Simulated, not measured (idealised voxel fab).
Process module heading - voxel trench capacitor
The figure presents cross-section cut, which has a width of 270 nm and is divided into square cells with an edge length of 5 nm.
Reading order for cross-sections: top band down to bottom band. Underlying form: a grid of square cells. Band size: one or more rows of cells. Each band's line starts with the height of the band's top and of its bottom, in nm. Then come its materials from left to right, each with its width in nm. One material with "all across" fills the band from edge to edge. "air" is empty space. Ref level 0: as-received wafer is one material below here. Bottom band extends down with no lower bound ("0 and below"). Width spec "30->40" -> top row of cells at first value, bottom row at second value, equal per-row change in between. The designation "identical to before", where it is given for a processing step, indicates that no cell of the cross-section was altered in the course of that step. Listed in "Closed empty spaces": every empty space of 8 or more cells without an open way to the top. Form: width x height at distance, the distance being from the left edge, all in nm. Post-settings text on a step line: simulator's own remark regarding the step. overlay nm: where the mask lay relative to plan, measured to the right, on steps with a mask; negatives go left.

[Planned process steps]
1: RECEIVE,material Si
2: CONFORMAL_DEP,material SiN,thk nm 5
3: DIRECTIONAL_DEP,material aC,thk nm 15
4: PATTERN,tone open,mask id TRENCH,material resist,width nm 25,pitch nm 45,thk nm 35,overlay nm 0
5: DIRECTIONAL_ETCH,etch materials aC,depth nm 15
6: STRIP,etch materials resist
7: DIRECTIONAL_ETCH,etch materials SiN,depth nm 5
8: DIRECTIONAL_ETCH,etch materials Si,depth nm 25
9: STRIP,etch materials aC
10: CONFORMAL_DEP,material Al2O3,thk nm 5
11: FILL_DEP,material polySi,thk nm 5
12: CMP,height nm 5

[Incoming wafer, cross-sectional view, post step 1]
    0 and below: Si all across
    Closed empty spaces: none

[Cross-sectional result after module completion. Note: starting condition and plan are unchanged from above; one processing mistake was made]
    5 down to 0: 100 nm SiN | 5 nm Al2O3 | 15 nm SiN | 5 nm Al2O3 | 20 nm SiN | 5 nm Al2O3 | 15 nm SiN | 5 nm Al2O3 | 100 nm SiN
    0 down to -20: 100 nm Si | 5 nm Al2O3 | 15 nm SiN | 5 nm Al2O3 | 20 nm Si | 5 nm Al2O3 | 15 nm SiN | 5 nm Al2O3 | 100 nm Si
    -20 down to -25: 100 nm Si | 25 nm Al2O3 | 20 nm Si | 25 nm Al2O3 | 100 nm Si
    -25 and below: Si all across
    Closed empty spaces: none
Finding, execution versus plan: so step 11 ended up running with a different setting than we planned, it ran as FILL_DEP,material SiN,thk nm 5
